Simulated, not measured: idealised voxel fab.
The process module that follows is named voxel double patterning.
Xsec cut, 175 nm wide, square cell size 5 nm.
If you're reading a cross-section in this doc, picture square cells in a grid; it comes to you as bands, top ones listed first down to the bottom, and a band can be one or more rows of cells. In this notation a band is specified by the heights of its top and bottom, in that order and in nm, after which its materials appear from left to right, each paired with its width in nm. The word "throughout" attached to a single material means that material fills the band from edge to edge; the word "blank" stands for empty space. The reference from which all heights are counted is 0, the level beneath which the as-received wafer is entirely one material; the lowest band, having no lower bound, proceeds downward and is written after the example "z 0 and below". Note: "30->40" means the width goes from the first number (top row of the band) to the second number (bottom row) in equal steps per row of cells. The designation "no change occurred", where it is given for a processing step, indicates that no cell of the cross-section was altered in the course of that step. Fully sealed cavities: empty space of 8 cells or more with no open way to the top, each as width x height at its distance from the left edge, in nm. Formally, on a step line, whatever follows the settings is a remark that the simulator itself makes on the step. The setting "overlay nm" may be written on the line of a step. When the step uses a mask, the value reports how far to the right of the planned place the mask lay, and a negative value reports that it lay to the left.

[This section lists the process steps that were planned]
1: RECEIVE (material Si)
2: CONFORMAL_DEP (material SiN; thk nm 10)
3: DIRECTIONAL_DEP (material SiO2; thk nm 10)
4: DIRECTIONAL_DEP (material SiCN; thk nm 5)
5: DIRECTIONAL_DEP (material aC; thk nm 10)
6: PATTERN (tone open; mask id FIRST; material resist; width nm 15; pitch nm 50; thk nm 30; overlay nm 0)
7: DIRECTIONAL_ETCH (etch materials aC; depth nm 10)
8: STRIP (etch materials resist)
9: DIRECTIONAL_ETCH (etch materials SiCN; depth nm 5)
10: STRIP (etch materials aC)
11: MASKED_ETCH (tone open; mask id SECOND; width nm 15; etch materials SiCN; depth nm 5; overlay nm 0)
12: DIRECTIONAL_ETCH (etch materials SiO2; depth nm 10)
13: STRIP (etch materials SiCN)

[The cross-section here shows the wafer as received, i.e. in its state after step 1]
  z 0 and below: Si throughout
  Fully sealed cavities: none

[Figure: cross-sectional view of the wafer upon completion of the module, processed from the initial state and according to the plan depicted above, with one error introduced during execution]
  z 15 to 10: SiO2 throughout
  z 10 to 0: SiN throughout
  z 0 and below: Si throughout
  Fully sealed cavities: none
Short version of what went wrong: step 4: run off-plan, actual operation and settings DIRECTIONAL_DEP (material SiO2; thk nm 5)
